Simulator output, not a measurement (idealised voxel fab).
Process module heading - voxel self aligned contacts
This is section cut - it's 170 nm across, gridded in 5 nm square cells.
When this document writes out a cross-section, it uses a grid of square cells and lists it as bands, beginning at the top and moving down, with a band standing for one or more rows of cells.
This entry defines a band. It first specifies the height of the band's top and the height of its bottom in nm, and then specifies the band's materials from left to right, stating each material with its width in nm. The word "edge to edge" identifies a single material that fills the band from edge to edge, while the word "air" identifies empty space.
The level at which height equals 0 is the one under which the wafer, as it arrives, is entirely one material. No lower edge exists for the bottom band, which continues downward and is notated as in "z 0 and below".
Quick explanation for "30..40": the width changes in equal steps down the rows of cells, from the first number in the band's top row to the second number in its bottom row.
Reading "no change occurred" for a step: not a cell of the cross-section changed in it.
Entry "Encapsulated voids" = empty spaces >= 8 cells with no open way to the top; each as width x height at distance, distance from left edge, all nm.
after a step's settings: what the simulator itself notes on the step
overlay nm: for a step with a mask, the amount by which the mask lay right of where it was planned; a negative amount means left of it.

Process steps (planned)
1. RECEIVE [material Si]
2. OXIDIZE [depth nm 5]
3. DIRECTIONAL_DEP [material polySi] [thk nm 30]
4. DIRECTIONAL_DEP [material SiN] [thk nm 20]
5. PATTERN [tone cover] [mask id GATE] [material resist] [width nm 25] [pitch nm 50] [thk nm 20] [overlay nm 0]
6. DIRECTIONAL_ETCH [etch materials SiN] [depth nm 20]
7. DIRECTIONAL_ETCH [etch materials polySi] [depth nm 30]
8. STRIP [etch materials resist]
9. CONFORMAL_DEP [material SiN] [thk nm 5]
10. DIRECTIONAL_ETCH [etch materials SiN] [depth nm 5]
11. FILL_DEP [material SiO2] [thk nm 15]
12. CMP [height nm 55]
13. MASKED_ETCH [tone open] [mask id CONTACT] [width nm 35] [etch materials SiO2] [depth nm 60] [overlay nm 0]
14. CONFORMAL_DEP [material TiN] [thk nm 5]
15. FILL_DEP [material W] [thk nm 10]
16. CMP [height nm 55]
17. CONFORMAL_DEP [material SiCN] [thk nm 5]

So this is the incoming wafer in cross-section - it's already been through step 1
    z 0 and below: Si edge to edge
    Encapsulated voids: none

Cross-section, first of two wafers, end of module, run as planned
    z 60 to 55: SiCN edge to edge
    z 55 to 50: 65 SiO2, then 15 TiN, then 5 W, then 15 TiN, then 70 SiO2
    z 50 to 30: 40 SiO2, then 35 SiN, then 5 TiN, then 5 W, then 5 TiN, then 35 SiN, then 45 SiO2
    z 30 to 0: 40 SiO2, then 5 SiN, then 25 polySi, then 5 SiN, then 5 TiN, then 5 W, then 5 TiN, then 5 SiN, then 25 polySi, then 5 SiN, then 45 SiO2
    z 0 to -5: 75 SiO2, then 15 TiN, then 80 SiO2
    z -5 and below: Si edge to edge
    Encapsulated voids: none

Now the second wafer, cross-sectioned at the end of the module. Nothing different at the start, nothing different in the plan compared with the first, just one mistake when it was actually run
    z 60 to 55: TiN edge to edge
    z 55 to 50: 65 SiO2, then 15 TiN, then 5 W, then 15 TiN, then 70 SiO2
    z 50 to 30: 40 SiO2, then 35 SiN, then 5 TiN, then 5 W, then 5 TiN, then 35 SiN, then 45 SiO2
    z 30 to 0: 40 SiO2, then 5 SiN, then 25 polySi, then 5 SiN, then 5 TiN, then 5 W, then 5 TiN, then 5 SiN, then 25 polySi, then 5 SiN, then 45 SiO2
    z 0 to -5: 75 SiO2, then 15 TiN, then 80 SiO2
    z -5 and below: Si edge to edge
    Encapsulated voids: none
what went wrong: contrary to plan, step 17 was performed as CONFORMAL_DEP [material TiN] [thk nm 5]
Final comparison by cell count, materials where the second wafer has more or fewer than the first: -34 SiCN, +34 TiN
